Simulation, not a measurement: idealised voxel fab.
The process module that follows is named voxel air gaps.
Cross-section cut spans 185 nm and uses square cells 5 nm in size.
Notation: cross-section as square-cell grid; stated in bands, top first, going down; one or more cell rows per band.
Top height, bottom height, nm. Materials left to right, width each, nm. Single material + "all across" = fills band edge to edge. "empty" = empty.
The reference from which all heights are counted is 0, the level beneath which the as-received wafer is entirely one material; the lowest band, having no lower bound, proceeds downward and is written after the example "0 -> down".
Width "30 to 40": first value at the band's top row of cells, second value at its bottom row, equal change from row to row.
Basically "nothing changed" means that step didn't change any cell in the cross-section.
"Enclosed voids" contains a list of empty spaces, each no smaller than 8 cells and without an open way to the top, written in the form width x height at distance with the distance from the left edge and all three in nm.
Text after the settings on a step's line: the simulator's own remark on that step.
overlay nm: step with mask; distance mask lay right of planned place; negative value = left of planned place.

# Process steps (planned)
| 1 | RECEIVE, material Si |
| 2 | CONFORMAL_DEP, material SiO2, thk nm 10 |
| 3 | CONFORMAL_DEP, material SiN, thk nm 5 |
| 4 | DIRECTIONAL_DEP, material lowk, thk nm 30 |
| 5 | PATTERN, tone open, mask id LINES, material resist, width nm 20, pitch nm 45, thk nm 15, overlay nm 0 |
| 6 | DIRECTIONAL_ETCH, etch materials lowk, depth nm 30 |
| 7 | STRIP, etch materials resist |
| 8 | CONFORMAL_DEP, material TiN, thk nm 5 |
| 9 | FILL_DEP, material W, thk nm 10 |
| 10 | CMP, height nm 45 |
| 11 | EPI, material Ru, thk nm 10 |
| 12 | SELECTIVE_ETCH, etch materials lowk, depth nm 40 |
| 13 | CONFORMAL_DEP, material SiN, thk nm 5 |

# First out of two wafers; run went to plan

# As-received state of the wafer in cross-section, equivalent to post-step 1
0 -> down = Si all across
Enclosed voids: none

# So this is the wafer cross-section right after step 2
10 -> 0 = SiO2 all across
Rest of section, below 0: as before.

# So this is the wafer cross-section right after step 3
15 -> 10 = SiN all across
Rest of section, below 10: as before.

# So this is the wafer cross-section right after step 4
45 -> 15 = lowk all across
Rest of section, below 15: as before.

# So this is the wafer cross-section right after step 5
60 -> 45 = resist (35) / empty (20) / resist (25) / empty (20) / resist (25) / empty (20) / resist (40)
Rest of section, below 45: as before.

# So this is the wafer cross-section right after step 6
60 -> 45 = resist (35) / empty (20) / resist (25) / empty (20) / resist (25) / empty (20) / resist (40)
45 -> 15 = lowk (35) / empty (20) / lowk (25) / empty (20) / lowk (25) / empty (20) / lowk (40)
Rest of section, below 15: as before.

# So this is the wafer cross-section right after step 7
45 -> 15 = lowk (35) / empty (20) / lowk (25) / empty (20) / lowk (25) / empty (20) / lowk (40)
Rest of section, below 15: as before.

# So this is the wafer cross-section right after step 8
50 -> 45 = TiN (40) / empty (10) / TiN (35) / empty (10) / TiN (35) / empty (10) / TiN (45)
45 -> 20 = lowk (35) / TiN (5) / empty (10) / TiN (5) / lowk (25) / TiN (5) / empty (10) / TiN (5) / lowk (25) / TiN (5) / empty (10) / TiN (5) / lowk (40)
20 -> 15 = lowk (35) / TiN (20) / lowk (25) / TiN (20) / lowk (25) / TiN (20) / lowk (40)
Rest of section, below 15: as before.

# So this is the wafer cross-section right after step 9
60 -> 50 = W all across
50 -> 45 = TiN (40) / W (10) / TiN (35) / W (10) / TiN (35) / W (10) / TiN (45)
45 -> 20 = lowk (35) / TiN (5) / W (10) / TiN (5) / lowk (25) / TiN (5) / W (10) / TiN (5) / lowk (25) / TiN (5) / W (10) / TiN (5) / lowk (40)
Rest of section, below 20: as before.

# So this is the wafer cross-section right after step 10
45 -> 20 = lowk (35) / TiN (5) / W (10) / TiN (5) / lowk (25) / TiN (5) / W (10) / TiN (5) / lowk (25) / TiN (5) / W (10) / TiN (5) / lowk (40)
Rest of section, below 20: as before.

# So this is the wafer cross-section right after step 11
55 -> 45 = empty (25) / Ru (40) / empty (5) / Ru (40) / empty (5) / Ru (40) / empty (30)
Rest of section, below 45: as before.

# So this is the wafer cross-section right after step 12
55 -> 45 = empty (25) / Ru (40) / empty (5) / Ru (40) / empty (5) / Ru (40) / empty (30)
45 -> 20 = empty (35) / TiN (5) / W (10) / TiN (5) / empty (25) / TiN (5) / W (10) / TiN (5) / empty (25) / TiN (5) / W (10) / TiN (5) / empty (40)
20 -> 15 = empty (35) / TiN (20) / empty (25) / TiN (20) / empty (25) / TiN (20) / empty (40)
Rest of section, below 15: as before.

# So this is the wafer cross-section right after step 13
60 -> 55 = empty (20) / SiN (140) / empty (25)
55 -> 45 = empty (20) / SiN (5) / Ru (40) / SiN (5) / Ru (40) / SiN (5) / Ru (40) / SiN (5) / empty (25)
45 -> 40 = empty (20) / SiN (15) / TiN (5) / W (10) / TiN (5) / SiN (25) / TiN (5) / W (10) / TiN (5) / SiN (25) / TiN (5) / W (10) / TiN (5) / SiN (15) / empty (25)
40 -> 20 = empty (30) / SiN (5) / TiN (5) / W (10) / TiN (5) / SiN (5) / empty (15) / SiN (5) / TiN (5) / W (10) / TiN (5) / SiN (5) / empty (15) / SiN (5) / TiN (5) / W (10) / TiN (5) / SiN (5) / empty (35)
20 -> 15 = SiN (35) / TiN (20) / SiN (25) / TiN (20) / SiN (25) / TiN (20) / SiN (40)
Rest of section, below 15: as before.
Enclosed voids: 15 x 20 at 60; 15 x 20 at 105

# The second wafer began exactly as the first did and followed the same plan, but one mistake was made while running it; through step 1 inclusive, the two wafers are identical

when step 2 should have ended: nothing changed

# when step 3 should have ended
5 -> 0 = SiN all across
Rest of section, below 0: as before.

# when step 4 should have ended
35 -> 5 = lowk all across
Rest of section, below 5: as before.

# when step 5 should have ended
50 -> 35 = resist (35) / empty (20) / resist (25) / empty (20) / resist (25) / empty (20) / resist (40)
Rest of section, below 35: as before.

# when step 6 should have ended
50 -> 35 = resist (35) / empty (20) / resist (25) / empty (20) / resist (25) / empty (20) / resist (40)
35 -> 5 = lowk (35) / empty (20) / lowk (25) / empty (20) / lowk (25) / empty (20) / lowk (40)
Rest of section, below 5: as before.

# when step 7 should have ended
35 -> 5 = lowk (35) / empty (20) / lowk (25) / empty (20) / lowk (25) / empty (20) / lowk (40)
Rest of section, below 5: as before.

# when step 8 should have ended
40 -> 35 = TiN (40) / empty (10) / TiN (35) / empty (10) / TiN (35) / empty (10) / TiN (45)
35 -> 10 = lowk (35) / TiN (5) / empty (10) / TiN (5) / lowk (25) / TiN (5) / empty (10) / TiN (5) / lowk (25) / TiN (5) / empty (10) / TiN (5) / lowk (40)
10 -> 5 = lowk (35) / TiN (20) / lowk (25) / TiN (20) / lowk (25) / TiN (20) / lowk (40)
Rest of section, below 5: as before.

# when step 9 should have ended
50 -> 40 = W all across
40 -> 35 = TiN (40) / W (10) / TiN (35) / W (10) / TiN (35) / W (10) / TiN (45)
35 -> 10 = lowk (35) / TiN (5) / W (10) / TiN (5) / lowk (25) / TiN (5) / W (10) / TiN (5) / lowk (25) / TiN (5) / W (10) / TiN (5) / lowk (40)
Rest of section, below 10: as before.

# when step 10 should have ended
45 -> 40 = W all across
Rest of section, below 40: as before.

# when step 11 should have ended
55 -> 45 = Ru all across
Rest of section, below 45: as before.

when step 12 should have ended: nothing changed

# when step 13 should have ended
60 -> 55 = SiN all across
Rest of section, below 55: as before.
Diagnosis: execution of step 2 of the plan did not take place, the step having been omitted
Wrapping up, a cell-based count of both wafers puts the second over or under the first for these materials: +26 Ru, -64 SiN, -74 SiO2, +31 TiN, +43 W, +150 lowk
At the end, the first wafer has 2 closed voids and the second wafer has 0.
